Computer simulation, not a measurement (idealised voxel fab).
The process module presented herein is designated voxel tone inversion.
Pictured: cross-section cut, 230 nm wide, on a grid of 5 nm square cells.
Just so we're on the same page, the cross-sections are grids of square cells, and they're listed out in bands top to bottom, each band one or more rows deep. Band: top and bottom heights (nm) first, top before bottom; then materials from left to right, widths in nm. "full width" marks a sole material filling the band edge to edge. "air" denotes empty space. All heights in this document are referenced to 0, defined as the level beneath which the wafer, as received, consists entirely of one material. The lowest band is not bounded below; it extends indefinitely downward and is written in the form "z 0 and below". It should be noted that a width expressed as "30..40" varies in equal increments from row to row of cells within the band, taking the value of the first number at the top row and that of the second number at the bottom row. "nothing changed" after a step means that no cell of the cross-section changed. Listed in "Completely enclosed voids": every empty space of 8 or more cells without an open way to the top. Form: width x height at distance, the distance being from the left edge, all in nm. Step line, after settings: the simulator's comment on this step. overlay nm: on a step with a mask, how far right of its planned place the mask lay; negative means left.

-- So here's the lineup of process steps we planned
1,RECEIVE,material Si
2,CONFORMAL_DEP,material SiN,thk nm 5
3,DIRECTIONAL_DEP,material aC,thk nm 20
4,PATTERN,tone cover,mask id POSTS,material resist,width nm 25,pitch nm 45,thk nm 30,overlay nm 0
5,DIRECTIONAL_ETCH,etch materials aC,depth nm 20
6,STRIP,etch materials resist
7,FILL_DEP,material SiO2,thk nm 5
8,CMP,height nm 25
9,STRIP,etch materials aC

-- Cross-section: wafer on arrival = after step 1
> z 0 and below  Si full width
> Completely enclosed voids: none

-- Here's the cross-section of the first of our two wafers at the end of the module - it ran as planned
> z 25 to 5  80 SiO2  25 air  20 SiO2  25 air  80 SiO2
> z 5 to 0  SiN full width
> z 0 and below  Si full width
> Completely enclosed voids: none

-- End of module, second wafer, cross-section. Started like the first, planned like the first, run with one mistake
> z 15 to 5  80 SiO2  25 air  20 SiO2  25 air  80 SiO2
> z 5 to 0  SiN full width
> z 0 and below  Si full width
> Completely enclosed voids: none
Heads up, the wafer didn't run the way we planned it: it should be noted that step 8 was executed with settings other than those planned, the operation and settings actually applied being CMP,height nm 15
Materials where the second wafer ends with more or fewer cells than the first: -72 SiO2
